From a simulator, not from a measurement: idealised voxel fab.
process module | voxel gate over fins
cross-section cut | 220 nm wide | cells 5 nm
A cross-section is a grid of square cells, given in bands from the top down. A band is one or more rows of cells.
Each band's line starts with the height of the band's top and of its bottom, in nm. Then come its materials from left to right, each with its width in nm. One material with "throughout" fills the band from edge to edge. "air" is empty space.
Height 0 is the level under which the wafer as received is all one material. The lowest band goes on downwards, as in "0 down".
A width such as "30 to 40" changes by the same amount from each row of cells to the next, from the band's top row to its bottom row.
"no change" after a step means that no cell of the cross-section changed.
closed voids: empty space of 8 cells or more with no open way to the top, each as width x height at its distance from the left edge, in nm
after a step's settings: what the simulator itself notes on the step
overlay nm, on a step with a mask: how far to the right of its planned place the mask lay; to the left if negative
plan
1 op RECEIVE | material Si
2 op CONFORMAL_DEP | material SiN | thk nm 5
3 op DIRECTIONAL_DEP | material aC | thk nm 15
4 op PATTERN | tone cover | mask id FINS | material resist | width nm 15 | pitch nm 45 | thk nm 30 | overlay nm 0
5 op DIRECTIONAL_ETCH | etch materials aC | depth nm 15
6 op STRIP | etch materials resist
7 op DIRECTIONAL_ETCH | etch materials SiN | depth nm 5
8 op DIRECTIONAL_ETCH | etch materials Si | depth nm 40
9 op STRIP | etch materials aC
10 op OXIDIZE | depth nm 5
11 op FILL_DEP | material SiO2 | thk nm 10
12 op CMP | height nm 5
13 op SELECTIVE_ETCH | etch materials SiO2 | depth nm 20
14 op STRIP | etch materials SiN
15 op CONFORMAL_DEP | material HfO2 | thk nm 5
16 op CONFORMAL_DEP | material TiN | thk nm 5
17 op FILL_DEP | material W | thk nm 15
18 op CMP | height nm 20
19 op CONFORMAL_DEP | material SiCN | thk nm 5
as received, after step 1
  0 down: Si throughout
  closed voids: none
a wafer at the end: this start, this plan, one mistake
  25 to 20: SiCN throughout
  20 to 10: W throughout
  10 to 5: W 50 | TiN 25 | W 20 | TiN 25 | W 20 | TiN 25 | W 55
  5 to 0: W 50 | TiN 5 | W 15 | TiN 5 | W 20 | TiN 5 | W 15 | TiN 5 | W 20 | TiN 5 | W 15 | TiN 5 | W 55
  0 to -5: W 50 | TiN 5 | W 5 | Si 5 | W 5 | TiN 5 | W 20 | TiN 5 | W 5 | Si 5 | W 5 | TiN 5 | W 20 | TiN 5 | W 5 | Si 5 | W 5 | TiN 5 | W 55
  -5 to -10: TiN 55 | W 5 | Si 5 | W 5 | TiN 30 | W 5 | Si 5 | W 5 | TiN 30 | W 5 | Si 5 | W 5 | TiN 60
  -10 to -15: W 60 | Si 5 | W 40 | Si 5 | W 40 | Si 5 | W 65
  -15 to -45: SiO2 60 | Si 5 | SiO2 40 | Si 5 | SiO2 40 | Si 5 | SiO2 65
  -45 down: Si throughout
  closed voids: none
what went wrong: step 15 ran as: op CONFORMAL_DEP | material W | thk nm 5
